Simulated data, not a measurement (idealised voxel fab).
process module | voxel double patterning
cross-section cut | 160 nm wide | cells 5 nm
A cross-section is a grid of square cells, given in bands from the top down. A band is one or more rows of cells.
Each band's line starts with the height of the band's top and of its bottom, in nm. Then come its materials from left to right, each with its width in nm. One material with "throughout" fills the band from edge to edge. "air" is empty space.
Height 0 is the level under which the wafer as received is all one material. The lowest band goes on downwards, as in "0 down".
A width such as "30 to 40" changes by the same amount from each row of cells to the next, from the band's top row to its bottom row.
"no change" after a step means that no cell of the cross-section changed.
closed voids: empty space of 8 cells or more with no open way to the top, each as width x height at its distance from the left edge, in nm
after a step's settings: what the simulator itself notes on the step
overlay nm, on a step with a mask: how far to the right of its planned place the mask lay; to the left if negative
plan
1 op RECEIVE | material Si
2 op CONFORMAL_DEP | material SiO2 | thk nm 10
3 op DIRECTIONAL_DEP | material polySi | thk nm 15
4 op DIRECTIONAL_DEP | material SiCN | thk nm 10
5 op MASKED_ETCH | tone open | mask id FIRST | width nm 15 | pitch nm 50 | etch materials SiCN | depth nm 10 | overlay nm 0
6 op DIRECTIONAL_DEP | material aC | thk nm 10
7 op PATTERN | tone open | mask id SECOND | material resist | width nm 15 | pitch nm 50 | thk nm 25 | overlay nm 0
8 op DIRECTIONAL_ETCH | etch materials aC | depth nm 10
9 op STRIP | etch materials resist
10 op DIRECTIONAL_ETCH | etch materials SiCN | depth nm 10
11 op STRIP | etch materials aC
12 op DIRECTIONAL_ETCH | etch materials polySi | depth nm 15
13 op STRIP | etch materials SiCN
as received, after step 1
  0 down: Si throughout
  closed voids: none
first wafer at the end, as planned
  25 to 10: polySi 20 | air 15 | polySi 10 | air 15 | polySi 10 | air 15 | polySi 10 | air 15 | polySi 10 | air 15 | polySi 25
  10 to 0: SiO2 throughout
  0 down: Si throughout
  closed voids: none
second wafer at the end: like start, like plan, one mistake
  15 to 0: polySi 20 | air 15 | polySi 10 | air 15 | polySi 10 | air 15 | polySi 10 | air 15 | polySi 10 | air 15 | polySi 25
  0 down: Si throughout
  closed voids: none
what went wrong: step 2 was left out
at the end the second wafer has, in cells: 64 fewer of SiO2
